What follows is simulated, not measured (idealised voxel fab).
process module | voxel air gaps
cross-section cut | 245 nm wide | cells 5 nm
A cross-section is a grid of square cells, given in bands from the top down. A band is one or more rows of cells.
Each band's line starts with the height of the band's top and of its bottom, in nm. Then come its materials from left to right, each with its width in nm. One material with "throughout" fills the band from edge to edge. "air" is empty space.
Height 0 is the level under which the wafer as received is all one material. The lowest band goes on downwards, as in "0 down".
A width such as "30 to 40" changes by the same amount from each row of cells to the next, from the band's top row to its bottom row.
"no change" after a step means that no cell of the cross-section changed.
closed voids: empty space of 8 cells or more with no open way to the top, each as width x height at its distance from the left edge, in nm
after a step's settings: what the simulator itself notes on the step
overlay nm, on a step with a mask: how far to the right of its planned place the mask lay; to the left if negative
plan
1 op RECEIVE | material Si
2 op CONFORMAL_DEP | material SiO2 | thk nm 10
3 op CONFORMAL_DEP | material SiN | thk nm 5
4 op DIRECTIONAL_DEP | material lowk | thk nm 40
5 op DIRECTIONAL_DEP | material aC | thk nm 10
6 op PATTERN | tone open | mask id LINES | material resist | width nm 25 | pitch nm 50 | thk nm 30 | overlay nm 0
7 op DIRECTIONAL_ETCH | etch materials aC | depth nm 10
8 op STRIP | etch materials resist
9 op DIRECTIONAL_ETCH | etch materials lowk | depth nm 40
10 op STRIP | etch materials aC
11 op CONFORMAL_DEP | material TiN | thk nm 5
12 op FILL_DEP | material Ru | thk nm 5
13 op CMP | height nm 55
14 op EPI | material Ru | thk nm 10
15 op SELECTIVE_ETCH | etch materials lowk | depth nm 50
16 op CONFORMAL_DEP | material SiN | thk nm 5
as received, after step 1
  0 down: Si throughout
  closed voids: none
a wafer at the end: this start, this plan, one mistake
  70 to 65: SiN throughout
  65 to 55: Ru 70 | SiN 5 | Ru 45 | SiN 5 | Ru 45 | SiN 5 | Ru 70
  55 to 50: Ru 55 | TiN 5 | SiN 25 | TiN 5 | Ru 15 | TiN 5 | SiN 25 | TiN 5 | Ru 15 | TiN 5 | SiN 25 | TiN 5 | Ru 55
  50 to 20: Ru 55 | TiN 5 | SiN 5 | air 15 | SiN 5 | TiN 5 | Ru 15 | TiN 5 | SiN 5 | air 15 | SiN 5 | TiN 5 | Ru 15 | TiN 5 | SiN 5 | air 15 | SiN 5 | TiN 5 | Ru 55
  20 to 15: TiN 60 | SiN 25 | TiN 25 | SiN 25 | TiN 25 | SiN 25 | TiN 60
  15 to 10: SiN throughout
  10 to 0: SiO2 throughout
  0 down: Si throughout
  closed voids: 15 x 30 at 65; 15 x 30 at 115; 15 x 30 at 165
what went wrong: step 6 ran as: op PATTERN | tone cover | mask id LINES | material resist | width nm 25 | pitch nm 50 | thk nm 30 | overlay nm 0
